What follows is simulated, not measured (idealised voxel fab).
Documented hereafter: the process module known as voxel ribs on slabs.
Cross-section cut spans 150 nm and uses square cells 5 nm in size.
Cross-sections here: square-cell grids, written as top-down lists of bands, a band being one or more rows of cells. First you get the band's top height and its bottom height, in nm, and then the materials it's made of, left to right, with each width in nm. If you see a single material with "throughout", that one covers the band edge to edge. "blank" is empty space. Where do heights start? At 0: under that level the wafer as delivered is made of one material only. And the lowest band has no floor; it just carries on downward, as in "0 -> down". Top row gets the first number, bottom row gets the second, and each row in between changes by the same step: that is how a band width like "30 to 40" works. "nothing altered" for a step: no cell of the cross-section changed in that step. Empty spaces counting at least 8 cells and having no open way to the top are listed in "Closed void catalog". The notation width x height at distance is used for each, the distance being from the left edge and all three values in nm. On each step's line, the part that comes after the settings is the simulator's own comment on the step. The optional step-line setting "overlay nm" applies to steps with a mask and quantifies how far to the right of its planned location the mask lay, a negative value indicating leftward placement.
## Intended process steps
- 1: RECEIVE: material Si
- 2: DIRECTIONAL_DEP: material SiO2, thk nm 25
- 3: DIRECTIONAL_DEP: material polySi, thk nm 15
- 4: DIRECTIONAL_DEP: material aC, thk nm 10
- 5: PATTERN: tone cover, mask id RIB, material resist, width nm 25, thk nm 25, overlay nm 0
- 6: DIRECTIONAL_ETCH: etch materials aC, depth nm 10
- 7: STRIP: etch materials resist
- 8: DIRECTIONAL_ETCH: etch materials polySi, depth nm 10
- 9: STRIP: etch materials aC
- 10: PATTERN: tone cover, mask id SLAB, material resist, width nm 85, thk nm 20, overlay nm 0
- 11: DIRECTIONAL_ETCH: etch materials polySi, depth nm 5
- 12: STRIP: etch materials resist
- 13: FILL_DEP: material SiO2, thk nm 25
- 14: CMP: height nm 60
- 15: DIRECTIONAL_DEP: material W, thk nm 5
- 16: DIRECTIONAL_DEP: material aC, thk nm 15
- 17: PATTERN: tone cover, mask id HEATER, material resist, width nm 35, thk nm 30, overlay nm 0
- 18: DIRECTIONAL_ETCH: etch materials aC, depth nm 15
- 19: STRIP: etch materials resist
- 20: DIRECTIONAL_ETCH: etch materials W, depth nm 5
- 21: STRIP: etch materials aC
- 22: CONFORMAL_DEP: material SiO2, thk nm 5
## Wafer as received: cross-section following step 1
    0 -> down = Si throughout
    Closed void catalog: none
## Run as planned - first of the two wafers cross-sectioned at the end of the module
    70 -> 65 = 50 of blank, 45 of SiO2, 55 of blank
    65 -> 60 = 55 of SiO2, 35 of W, 60 of SiO2
    60 -> 40 = SiO2 throughout
    40 -> 30 = 60 of SiO2, 25 of polySi, 65 of SiO2
    30 -> 25 = 30 of SiO2, 85 of polySi, 35 of SiO2
    25 -> 0 = SiO2 throughout
    0 -> down = Si throughout
    Closed void catalog: none
## Module end: cross-section of wafer two of two. Same start and process plan as the first wafer. One mistake during execution
    65 -> 60 = 55 of blank, 35 of W, 60 of blank
    60 -> 40 = SiO2 throughout
    40 -> 30 = 60 of SiO2, 25 of polySi, 65 of SiO2
    30 -> 25 = 30 of SiO2, 85 of polySi, 35 of SiO2
    25 -> 0 = SiO2 throughout
    0 -> down = Si throughout
    Closed void catalog: none
Heads up, the wafer didn't run the way we planned it: heads up, step 22 of the plan was skipped and never actually ran
Heads up, by the end the second wafer has more or fewer cells of some materials compared to the first: SiO2: 32 fewer
